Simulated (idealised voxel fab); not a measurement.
Process module heading - voxel double patterning
This is section cut - it's 230 nm across, gridded in 5 nm square cells.
Cross-section = grid of square cells, listed top down in bands; band = one or more rows. The band entry comprises the height of the band's top followed by the height of its bottom, expressed in nm, and subsequently the band's materials from left to right, each stated together with its width in nm. Where a single material is marked with the word "all across", that material fills the band from edge to edge. The word "blank" represents empty space. Heads up on the height convention: 0 is the point under which the incoming wafer is all one material, and the lowest band has no bottom, it just keeps going down, like "0 nm and below". With a width like "30..40", each row of cells in the band differs from the next by the same amount, the top row carrying the first number and the bottom row the second. Given "nothing altered" for a step, no cell of the cross-section differs between before and after that step. Closed empty spaces (no open way to the top) of 8 cells or more are what "Unvented voids" lists, each as width x height at distance from the left edge, nm for all three. Whatever follows a step's settings on its line is a remark the simulator itself makes about that step. "overlay nm", when on a step's line for a step with a mask, measures how far to the right of its planned place the mask lay; a negative measure means to the left.
-- List of planned process steps
| 1 | RECEIVE with material Si |
| 2 | CONFORMAL_DEP with material SiO2, thk nm 5 |
| 3 | DIRECTIONAL_DEP with material W, thk nm 20 |
| 4 | DIRECTIONAL_DEP with material SiCN, thk nm 10 |
| 5 | DIRECTIONAL_DEP with material aC, thk nm 10 |
| 6 | PATTERN with tone open, mask id FIRST, material resist, width nm 15, pitch nm 50, thk nm 25, overlay nm 0 |
| 7 | DIRECTIONAL_ETCH with etch materials aC, depth nm 10 |
| 8 | STRIP with etch materials resist |
| 9 | DIRECTIONAL_ETCH with etch materials SiCN, depth nm 10 |
| 10 | STRIP with etch materials aC |
| 11 | MASKED_ETCH with tone open, mask id SECOND, width nm 15, pitch nm 50, etch materials SiCN, depth nm 10, overlay nm 0 |
| 12 | DIRECTIONAL_ETCH with etch materials W, depth nm 20 |
| 13 | STRIP with etch materials SiCN |
-- Incoming wafer in cross-section (state: after step 1)
  0 nm and below: Si all across
  Unvented voids: none
-- First wafer of two, sectioned at end of module; run went per plan
  25 nm to 5 nm: W: 55, then blank: 15, then W: 10, then blank: 15, then W: 10, then blank: 15, then W: 10, then blank: 15, then W: 10, then blank: 15, then W: 60
  5 nm to 0 nm: SiO2 all across
  0 nm and below: Si all across
  Unvented voids: none
-- Wafer two cross-section, module end. Start and plan unchanged from wafer one; one mistake made during the run
  25 nm to 20 nm: SiO2 all across
  20 nm to 0 nm: W all across
  0 nm and below: Si all across
  Unvented voids: none
Want to know what went wrong? steps 2 and 3: order swapped relative to plan
Materials where the second wafer ends with more or fewer cells than the first: W +60
